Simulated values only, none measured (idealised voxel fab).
The following process module bears the name voxel tone inversion.
Cross-sectional view cut (width: 180 nm; square cell size: 5 nm).
When this document writes out a cross-section, it uses a grid of square cells and lists it as bands, beginning at the top and moving down, with a band standing for one or more rows of cells. For a band, the entry starts with two heights in nm, that of the top and then that of the bottom, and carries on with the band's materials in order from left to right, each alongside its width in nm; the word "full width" beside a single material means it fills the band edge to edge, and "air" means empty space. Heights are reckoned from 0. Under this level, the received wafer is all of one material. The bottommost band is open-ended downward, for example "from 0 down". Width spec "30 to 40" -> top row of cells at first value, bottom row at second value, equal per-row change in between. You'll sometimes find "nothing changed" written for a step, and that's the way of saying that nowhere in the cross-section did a cell change during that step. In the "Non-vented voids" entry, you get each enclosed empty space of 8 cells or more, one with no open way to the top, written width x height at distance, distance from the left edge, in nm. That trailing text on a step's line, after the settings, is the simulator's own remark on the step. For masked steps, "overlay nm" on the step line gives how far right of plan the mask actually lay; a minus sign means it lay to the left.
-- Below is the list of planned process steps
1: RECEIVE, material Si
2: CONFORMAL_DEP, material SiN, thk nm 5
3: DIRECTIONAL_DEP, material aC, thk nm 15
4: PATTERN, tone cover, mask id POSTS, material resist, width nm 15, pitch nm 40, thk nm 20, overlay nm 0
5: DIRECTIONAL_ETCH, etch materials aC, depth nm 15
6: STRIP, etch materials resist
7: FILL_DEP, material SiO2, thk nm 5
8: CMP, height nm 20
9: STRIP, etch materials aC
Keep in mind the plan's value for the depth nm of step 5 comes from the first wafer; the wafers don't share that setting, but they do share the same starting point.
-- Incoming state of the first of several wafers in cross-section: after step 1
from 0 down: Si full width
Non-vented voids: none
-- End-of-module cross-section, first of several wafers, after last step 9
from 20 to 5: SiO2 (40); air (15); SiO2 (25); air (15); SiO2 (25); air (15); SiO2 (45)
from 5 to 0: SiN full width
from 0 down: Si full width
Non-vented voids: none
-- So this is the cross-section on the last wafer at the end of the module
from 20 to 15: SiO2 full width
from 15 to 5: SiO2 (40); aC (15); SiO2 (25); aC (15); SiO2 (25); aC (15); SiO2 (45)
from 5 to 0: SiN full width
from 0 down: Si full width
Non-vented voids: none
-- Below is a per-wafer table. In it, each row describes the wafer at the end of the module by giving, for each material, the number of cells gained (+) or lost (-) since the wafer was received, and after that the closed voids of the wafer
depth nm 15, +36 SiN, +81 SiO2, Non-vented voids: none
depth nm 20, +36 SiN, +81 SiO2, Non-vented voids: none
depth nm 25, +36 SiN, +90 SiO2, +18 aC, Non-vented voids: none
